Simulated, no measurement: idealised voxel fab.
The process module presented herein is designated voxel tone inversion.
In the cross-section labelled cut, the width is 165 nm and each square cell is 5 nm.
Cross-sections here: square-cell grids, written as top-down lists of bands, a band being one or more rows of cells.
Band entry format. Leading values: height of top, height of bottom, nm. Remainder: materials in left-to-right order, each with its width in nm. Special words: "full width" on a single material, which then fills the band edge to edge; "empty", empty space.
It should be noted that heights are counted from 0, beneath which the wafer as supplied is of one material throughout, and that the lowest band possesses no lower boundary but continues downward, as written in "top 0, no bottom".
So if you see something like "30..40" for the width, read it as the top row of the band sitting at the first number and the bottom row at the second, with every row in between moving by the same amount as the last.
Where a step carries "nothing was modified", the cross-section came out of it unchanged, cell for cell.
You'll see "Unvented voids" listing empty spaces that have no way open to the top, as long as they're 8 cells or more; the notation is width x height at distance, where the distance is from the left edge, and all of it is in nm.
It should be noted that, on the line of a given step, the content following the step's settings is a remark produced by the simulator itself with respect to that step.
overlay nm: where the mask lay relative to plan, measured to the right, on steps with a mask; negatives go left.
Structure of the following material. The material consists of pairs of cross-sections. Each pair comprises the cross-section before one process step and the cross-section after that step, the latter shown only down to the lowest band that changed. The step between the cross-sections is specified beneath each pair, including its settings. Pairs are not necessarily consecutive: they may derive from different runs of this module performed on the same starting wafer. Continuity with the pair above is to be assumed only where the entry headed "Ahead of processing" of the pair in question states it.
-- Ahead of processing
> top 0, no bottom | Si full width
> Unvented voids: none
-- Post-Step Cross-Section
> top 5, bottom 0 | SiN full width
> Below a height of 0, the structure has not been altered.
> Unvented voids: none
Process step bridging the above cross-sections: op CONFORMAL_DEP | material SiN | thk nm 5
Ahead of processing: after-step cross-section of the pair just above applies.
-- Post-Step Cross-Section
> top 25, bottom 5 | polySi full width
> Below a height of 5, the structure has not been altered.
> Unvented voids: none
Process step bridging the above cross-sections: op DIRECTIONAL_DEP | material polySi | thk nm 20
Ahead of processing: after-step cross-section of the pair just above applies.
-- Post-Step Cross-Section
> top 50, bottom 25 | 20 empty; 20 resist; 15 empty; 20 resist; 15 empty; 20 resist; 15 empty; 20 resist; 20 empty
> Below a height of 25, the structure has not been altered.
> Unvented voids: none
Process step bridging the above cross-sections: op PATTERN | tone cover | mask id POSTS | material resist | width nm 20 | pitch nm 35 | thk nm 25 | overlay nm 0
Ahead of processing: after-step cross-section of the pair just above applies.
-- Post-Step Cross-Section
> top 50, bottom 25 | 20 empty; 20 resist; 15 empty; 20 resist; 15 empty; 20 resist; 15 empty; 20 resist; 20 empty
> top 25, bottom 5 | 20 empty; 20 polySi; 15 empty; 20 polySi; 15 empty; 20 polySi; 15 empty; 20 polySi; 20 empty
> Below a height of 5, the structure has not been altered.
> Unvented voids: none
Process step bridging the above cross-sections: op DIRECTIONAL_ETCH | etch materials polySi | depth nm 20
Ahead of processing: after-step cross-section of the pair just above applies.
-- Post-Step Cross-Section
> top 25, bottom 5 | 20 empty; 20 polySi; 15 empty; 20 polySi; 15 empty; 20 polySi; 15 empty; 20 polySi; 20 empty
> Below a height of 5, the structure has not been altered.
> Unvented voids: none
Process step bridging the above cross-sections: op STRIP | etch materials resist
Ahead of processing: after-step cross-section of the pair just above applies.
-- Post-Step Cross-Section
> top 35, bottom 25 | lowk full width
> top 25, bottom 5 | 20 lowk; 20 polySi; 15 lowk; 20 polySi; 15 lowk; 20 polySi; 15 lowk; 20 polySi; 20 lowk
> Below a height of 5, the structure has not been altered.
> Unvented voids: none
Process step bridging the above cross-sections: op FILL_DEP | material lowk | thk nm 10
Ahead of processing: after-step cross-section of the pair just above applies.
-- Post-Step Cross-Section
> top 25, bottom 5 | 20 lowk; 20 polySi; 15 lowk; 20 polySi; 15 lowk; 20 polySi; 15 lowk; 20 polySi; 20 lowk
> Below a height of 5, the structure has not been altered.
> Unvented voids: none
Process step bridging the above cross-sections: op CMP | height nm 25
Ahead of processing: after-step cross-section of the pair just above applies.
-- Post-Step Cross-Section
> top 25, bottom 5 | 20 lowk; 20 empty; 15 lowk; 20 empty; 15 lowk; 20 empty; 15 lowk; 20 empty; 20 lowk
> Below a height of 5, the structure has not been altered.
> Unvented voids: none
Process step bridging the above cross-sections: op STRIP | etch materials polySi
-- Ahead of processing
> top 0, no bottom | Si full width
> Unvented voids: none
-- Post-Step Cross-Section
> top 20, bottom 0 | polySi full width
> Below a height of 0, the structure has not been altered.
> Unvented voids: none
Process step bridging the above cross-sections: op DIRECTIONAL_DEP | material polySi | thk nm 20
Ahead of processing: after-step cross-section of the pair just above applies.
-- Post-Step Cross-Section
> top 45, bottom 20 | 20 empty; 20 resist; 15 empty; 20 resist; 15 empty; 20 resist; 15 empty; 20 resist; 20 empty
> Below a height of 20, the structure has not been altered.
> Unvented voids: none
Process step bridging the above cross-sections: op PATTERN | tone cover | mask id POSTS | material resist | width nm 20 | pitch nm 35 | thk nm 25 | overlay nm 0
Ahead of processing: after-step cross-section of the pair just above applies.
-- Post-Step Cross-Section
> top 45, bottom 20 | 20 empty; 20 resist; 15 empty; 20 resist; 15 empty; 20 resist; 15 empty; 20 resist; 20 empty
> top 20, bottom 0 | 20 empty; 20 polySi; 15 empty; 20 polySi; 15 empty; 20 polySi; 15 empty; 20 polySi; 20 empty
> Below a height of 0, the structure has not been altered.
> Unvented voids: none
Process step bridging the above cross-sections: op DIRECTIONAL_ETCH | etch materials polySi | depth nm 20
Ahead of processing: after-step cross-section of the pair just above applies.
-- Post-Step Cross-Section
> top 20, bottom 0 | 20 empty; 20 polySi; 15 empty; 20 polySi; 15 empty; 20 polySi; 15 empty; 20 polySi; 20 empty
> Below a height of 0, the structure has not been altered.
> Unvented voids: none
Process step bridging the above cross-sections: op STRIP | etch materials resist
Ahead of processing: after-step cross-section of the pair just above applies.
-- Post-Step Cross-Section
> top 30, bottom 20 | lowk full width
> top 20, bottom 0 | 20 lowk; 20 polySi; 15 lowk; 20 polySi; 15 lowk; 20 polySi; 15 lowk; 20 polySi; 20 lowk
> Below a height of 0, the structure has not been altered.
> Unvented voids: none
Process step bridging the above cross-sections: op FILL_DEP | material lowk | thk nm 10
Ahead of processing: after-step cross-section of the pair just above applies.
-- Post-Step Cross-Section
> top 25, bottom 20 | lowk full width
> Below a height of 20, the structure has not been altered.
> Unvented voids: none
Process step bridging the above cross-sections: op CMP | height nm 25
-- Ahead of processing
> top 20, bottom 0 | polySi full width
> top 0, no bottom | Si full width
> Unvented voids: none
-- Post-Step Cross-Section
> top 25, bottom 20 | SiN full width
> Below a height of 20, the structure has not been altered.
> Unvented voids: none
Process step bridging the above cross-sections: op CONFORMAL_DEP | material SiN | thk nm 5
Ahead of processing: after-step cross-section of the pair just above applies.
-- Post-Step Cross-Section
> top 50, bottom 25 | 20 empty; 20 resist; 15 empty; 20 resist; 15 empty; 20 resist; 15 empty; 20 resist; 20 empty
> Below a height of 25, the structure has not been altered.
> Unvented voids: none
Process step bridging the above cross-sections: op PATTERN | tone cover | mask id POSTS | material resist | width nm 20 | pitch nm 35 | thk nm 25 | overlay nm 0
Ahead of processing: after-step cross-section of the pair just above applies.
-- Post-Step Cross-Section
> top 25, bottom 20 | SiN full width
> Below a height of 20, the structure has not been altered.
> Unvented voids: none
Process step bridging the above cross-sections: op STRIP | etch materials resist
Ahead of processing: after-step cross-section of the pair just above applies.
-- Post-Step Cross-Section
> top 35, bottom 25 | lowk full width
> Below a height of 25, the structure has not been altered.
> Unvented voids: none
Process step bridging the above cross-sections: op FILL_DEP | material lowk | thk nm 10
Ahead of processing: after-step cross-section of the pair just above applies.
-- Post-Step Cross-Section
> top 25, bottom 20 | SiN full width
> Below a height of 20, the structure has not been altered.
> Unvented voids: none
Process step bridging the above cross-sections: op CMP | height nm 25
-- Ahead of processing
> top 35, bottom 25 | lowk full width
> top 25, bottom 5 | 20 lowk; 20 polySi; 15 lowk; 20 polySi; 15 lowk; 20 polySi; 15 lowk; 20 polySi; 20 lowk
> top 5, bottom 0 | SiN full width
> top 0, no bottom | Si full width
> Unvented voids: none
-- Post-Step Cross-Section
> top 15, bottom 5 | 20 lowk; 20 polySi; 15 lowk; 20 polySi; 15 lowk; 20 polySi; 15 lowk; 20 polySi; 20 lowk
> Below a height of 5, the structure has not been altered.
> Unvented voids: none
Process step bridging the above cross-sections: op CMP | height nm 15
Ahead of processing: after-step cross-section of the pair just above applies.
-- Post-Step Cross-Section
> top 15, bottom 5 | 20 lowk; 20 empty; 15 lowk; 20 empty; 15 lowk; 20 empty; 15 lowk; 20 empty; 20 lowk
> Below a height of 5, the structure has not been altered.
> Unvented voids: none
Process step bridging the above cross-sections: op STRIP | etch materials polySi
-- Ahead of processing
> top 25, bottom 5 | polySi full width
> top 5, bottom 0 | SiN full width
> top 0, no bottom | Si full width
> Unvented voids: none
-- Post-Step Cross-Section
> top 50, bottom 25 | 25 empty; 15 resist; 20 empty; 15 resist; 20 empty; 15 resist; 20 empty; 15 resist; 20 empty
> Below a height of 25, the structure has not been altered.
> Unvented voids: none
Process step bridging the above cross-sections: op PATTERN | tone cover | mask id POSTS | material resist | width nm 15 | pitch nm 35 | thk nm 25 | overlay nm 0
Ahead of processing: after-step cross-section of the pair just above applies.
-- Post-Step Cross-Section
> top 50, bottom 25 | 25 empty; 15 resist; 20 empty; 15 resist; 20 empty; 15 resist; 20 empty; 15 resist; 20 empty
> top 25, bottom 5 | 25 empty; 15 polySi; 20 empty; 15 polySi; 20 empty; 15 polySi; 20 empty; 15 polySi; 20 empty
> Below a height of 5, the structure has not been altered.
> Unvented voids: none
Process step bridging the above cross-sections: op DIRECTIONAL_ETCH | etch materials polySi | depth nm 20
Ahead of processing: after-step cross-section of the pair just above applies.
-- Post-Step Cross-Section
> top 25, bottom 5 | 25 empty; 15 polySi; 20 empty; 15 polySi; 20 empty; 15 polySi; 20 empty; 15 polySi; 20 empty
> Below a height of 5, the structure has not been altered.
> Unvented voids: none
Process step bridging the above cross-sections: op STRIP | etch materials resist
Ahead of processing: after-step cross-section of the pair just above applies.
-- Post-Step Cross-Section
> top 35, bottom 25 | lowk full width
> top 25, bottom 5 | 25 lowk; 15 polySi; 20 lowk; 15 polySi; 20 lowk; 15 polySi; 20 lowk; 15 polySi; 20 lowk
> Below a height of 5, the structure has not been altered.
> Unvented voids: none
Process step bridging the above cross-sections: op FILL_DEP | material lowk | thk nm 10
Ahead of processing: after-step cross-section of the pair just above applies.
-- Post-Step Cross-Section
> top 25, bottom 5 | 25 lowk; 15 polySi; 20 lowk; 15 polySi; 20 lowk; 15 polySi; 20 lowk; 15 polySi; 20 lowk
> Below a height of 5, the structure has not been altered.
> Unvented voids: none
Process step bridging the above cross-sections: op CMP | height nm 25
Ahead of processing: after-step cross-section of the pair just above applies.
-- Post-Step Cross-Section
> top 25, bottom 5 | 25 lowk; 15 empty; 20 lowk; 15 empty; 20 lowk; 15 empty; 20 lowk; 15 empty; 20 lowk
> Below a height of 5, the structure has not been altered.
> Unvented voids: none
Process step bridging the above cross-sections: op STRIP | etch materials polySi
-- Ahead of processing
> top 25, bottom 5 | polySi full width
> top 5, bottom 0 | SiN full width
> top 0, no bottom | Si full width
> Unvented voids: none
-- Post-Step Cross-Section
> top 50, bottom 25 | 25 empty; 20 resist; 15 empty; 20 resist; 15 empty; 20 resist; 15 empty; 20 resist; 15 empty
> Below a height of 25, the structure has not been altered.
> Unvented voids: none
Process step bridging the above cross-sections: op PATTERN | tone cover | mask id POSTS | material resist | width nm 20 | pitch nm 35 | thk nm 25 | overlay nm 5
Ahead of processing: after-step cross-section of the pair just above applies.
-- Post-Step Cross-Section
> top 50, bottom 25 | 25 empty; 20 resist; 15 empty; 20 resist; 15 empty; 20 resist; 15 empty; 20 resist; 15 empty
> top 25, bottom 5 | 25 empty; 20 polySi; 15 empty; 20 polySi; 15 empty; 20 polySi; 15 empty; 20 polySi; 15 empty
> Below a height of 5, the structure has not been altered.
> Unvented voids: none
Process step bridging the above cross-sections: op DIRECTIONAL_ETCH | etch materials polySi | depth nm 20
Ahead of processing: after-step cross-section of the pair just above applies.
-- Post-Step Cross-Section
> top 25, bottom 5 | 25 empty; 20 polySi; 15 empty; 20 polySi; 15 empty; 20 polySi; 15 empty; 20 polySi; 15 empty
> Below a height of 5, the structure has not been altered.
> Unvented voids: none
Process step bridging the above cross-sections: op STRIP | etch materials resist
Ahead of processing: after-step cross-section of the pair just above applies.
-- Post-Step Cross-Section
> top 35, bottom 25 | lowk full width
> top 25, bottom 5 | 25 lowk; 20 polySi; 15 lowk; 20 polySi; 15 lowk; 20 polySi; 15 lowk; 20 polySi; 15 lowk
> Below a height of 5, the structure has not been altered.
> Unvented voids: none
Process step bridging the above cross-sections: op FILL_DEP | material lowk | thk nm 10
Ahead of processing: after-step cross-section of the pair just above applies.
-- Post-Step Cross-Section
> top 25, bottom 5 | 25 lowk; 20 polySi; 15 lowk; 20 polySi; 15 lowk; 20 polySi; 15 lowk; 20 polySi; 15 lowk
> Below a height of 5, the structure has not been altered.
> Unvented voids: none
Process step bridging the above cross-sections: op CMP | height nm 25
Ahead of processing: after-step cross-section of the pair just above applies.
-- Post-Step Cross-Section
> top 25, bottom 5 | 25 lowk; 20 empty; 15 lowk; 20 empty; 15 lowk; 20 empty; 15 lowk; 20 empty; 15 lowk
> Below a height of 5, the structure has not been altered.
> Unvented voids: none
Process step bridging the above cross-sections: op STRIP | etch materials polySi
-- Ahead of processing
> top 25, bottom 5 | 20 lowk; 20 polySi; 15 lowk; 20 polySi; 15 lowk; 20 polySi; 15 lowk; 20 polySi; 20 lowk
> top 5, bottom 0 | SiN full width
> top 0, no bottom | Si full width
> Unvented voids: none
-- Post-Step Cross-Section
> top 25, bottom 5 | 20 empty; 20 polySi; 15 empty; 20 polySi; 15 empty; 20 polySi; 15 empty; 20 polySi; 20 empty
> Below a height of 5, the structure has not been altered.
> Unvented voids: none
Process step bridging the above cross-sections: op STRIP | etch materials lowk
-- Ahead of processing
> top 25, bottom 5 | polySi full width
> top 5, bottom 0 | SiN full width
> top 0, no bottom | Si full width
> Unvented voids: none
-- Post-Step Cross-Section
> top 50, bottom 25 | 20 resist; 20 empty; 15 resist; 20 empty; 15 resist; 20 empty; 15 resist; 20 empty; 20 resist
> Below a height of 25, the structure has not been altered.
> Unvented voids: none
Process step bridging the above cross-sections: op PATTERN | tone open | mask id POSTS | material resist | width nm 20 | pitch nm 35 | thk nm 25 | overlay nm 0
Ahead of processing: after-step cross-section of the pair just above applies.
-- Post-Step Cross-Section
> top 50, bottom 25 | 20 resist; 20 empty; 15 resist; 20 empty; 15 resist; 20 empty; 15 resist; 20 empty; 20 resist
> top 25, bottom 5 | 20 polySi; 20 empty; 15 polySi; 20 empty; 15 polySi; 20 empty; 15 polySi; 20 empty; 20 polySi
> Below a height of 5, the structure has not been altered.
> Unvented voids: none
Process step bridging the above cross-sections: op DIRECTIONAL_ETCH | etch materials polySi | depth nm 20
Ahead of processing: after-step cross-section of the pair just above applies.
-- Post-Step Cross-Section
> top 25, bottom 5 | 20 polySi; 20 empty; 15 polySi; 20 empty; 15 polySi; 20 empty; 15 polySi; 20 empty; 20 polySi
> Below a height of 5, the structure has not been altered.
> Unvented voids: none
Process step bridging the above cross-sections: op STRIP | etch materials resist
Ahead of processing: after-step cross-section of the pair just above applies.
-- Post-Step Cross-Section
> top 35, bottom 25 | lowk full width
> top 25, bottom 5 | 20 polySi; 20 lowk; 15 polySi; 20 lowk; 15 polySi; 20 lowk; 15 polySi; 20 lowk; 20 polySi
> Below a height of 5, the structure has not been altered.
> Unvented voids: none
Process step bridging the above cross-sections: op FILL_DEP | material lowk | thk nm 10
Ahead of processing: after-step cross-section of the pair just above applies.
-- Post-Step Cross-Section
> top 25, bottom 5 | 20 polySi; 20 lowk; 15 polySi; 20 lowk; 15 polySi; 20 lowk; 15 polySi; 20 lowk; 20 polySi
> Below a height of 5, the structure has not been altered.
> Unvented voids: none
Process step bridging the above cross-sections: op CMP | height nm 25
Ahead of processing: after-step cross-section of the pair just above applies.
-- Post-Step Cross-Section
> top 25, bottom 5 | 20 empty; 20 lowk; 15 empty; 20 lowk; 15 empty; 20 lowk; 15 empty; 20 lowk; 20 empty
> Below a height of 5, the structure has not been altered.
> Unvented voids: none
Process step bridging the above cross-sections: op STRIP | etch materials polySi
